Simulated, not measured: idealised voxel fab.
Proc. module: voxel fin reveal
Displayed cross-section: cut, width of 170 nm, square cells sized 5 nm.
This document writes a cross-section as a grid whose cells are square, and gives it as bands, listed from the top down; one or more rows of cells form a band. The entry gives the band's vertical extent as a top height and a bottom height in nm, then its horizontal make-up as materials from left to right, each with a width in nm. "air" stands for empty space; a single material marked "all across" fills the band edge to edge. Basically, 0 is our baseline, since under it the wafer straight out of the box is all one material. The bottom band has no lower end and keeps on going down, so it looks like "from 0 down". Read "30->40" as a graded width: first number on top, second number at the bottom, same change between each pair of neighbouring rows. For the purposes of this document, the phrase "no modification" attached to a step denotes that no cell within the cross-section was modified by that step. "Enclosed void list" enumerates empty spaces isolated from the top, with no open way to it, that contain at least 8 cells, giving each as width x height at distance from the left edge, all three in nm. Whatever follows a step's settings on its line is a remark the simulator itself makes about that step. A step's line can hold "overlay nm"; with a mask on that step, the setting says how far right of the planned place the mask lay, while a negative setting says it lay to the left.
So here's the lineup of process steps we planned
1,RECEIVE,material Si
2,CONFORMAL_DEP,material SiN,thk nm 5
3,MASKED_ETCH,tone cover,mask id FINS,width nm 15,pitch nm 35,etch materials SiN,depth nm 5,overlay nm 0
4,MASKED_ETCH,tone cover,mask id FINS,width nm 15,pitch nm 35,etch materials Si,depth nm 30,overlay nm 0
5,OXIDIZE,depth nm 5
6,FILL_DEP,material SiO2,thk nm 5
7,CMP,height nm 5
8,SELECTIVE_ETCH,etch materials SiO2,depth nm 20
9,STRIP,etch materials SiN
10,CONFORMAL_DEP,material SiO2,thk nm 5
Here's what the wafer looked like in cross-section when it arrived - that's after step 1
> from 0 down | Si all across
> Enclosed void list: none
Module complete, cross-section. Starting point and plan per above. One mistake made in running the module
> from 10 to 5 | air: 20 / SiO2: 25 / air: 10 / SiO2: 25 / air: 10 / SiO2: 25 / air: 10 / SiO2: 25 / air: 20
> from 5 to 0 | air: 20 / SiO2: 5 / SiN: 15 / SiO2: 5 / air: 10 / SiO2: 5 / SiN: 15 / SiO2: 5 / air: 10 / SiO2: 5 / SiN: 15 / SiO2: 5 / air: 10 / SiO2: 5 / SiN: 15 / SiO2: 5 / air: 20
> from 0 to -5 | air: 20 / SiO2: 10 / Si: 5 / SiO2: 10 / air: 10 / SiO2: 10 / Si: 5 / SiO2: 10 / air: 10 / SiO2: 10 / Si: 5 / SiO2: 10 / air: 10 / SiO2: 10 / Si: 5 / SiO2: 10 / air: 20
> from -5 to -30 | air: 25 / SiO2: 5 / Si: 5 / SiO2: 5 / air: 20 / SiO2: 5 / Si: 5 / SiO2: 5 / air: 20 / SiO2: 5 / Si: 5 / SiO2: 5 / air: 20 / SiO2: 5 / Si: 5 / SiO2: 5 / air: 25
> from -30 to -35 | SiO2: 30 / Si: 5 / SiO2: 30 / Si: 5 / SiO2: 30 / Si: 5 / SiO2: 30 / Si: 5 / SiO2: 30
> from -35 down | Si all across
> Enclosed void list: none
The mistake made against the process plan was this: note that step 9 departed from the planned setting and was carried out as STRIP,etch materials SiO2
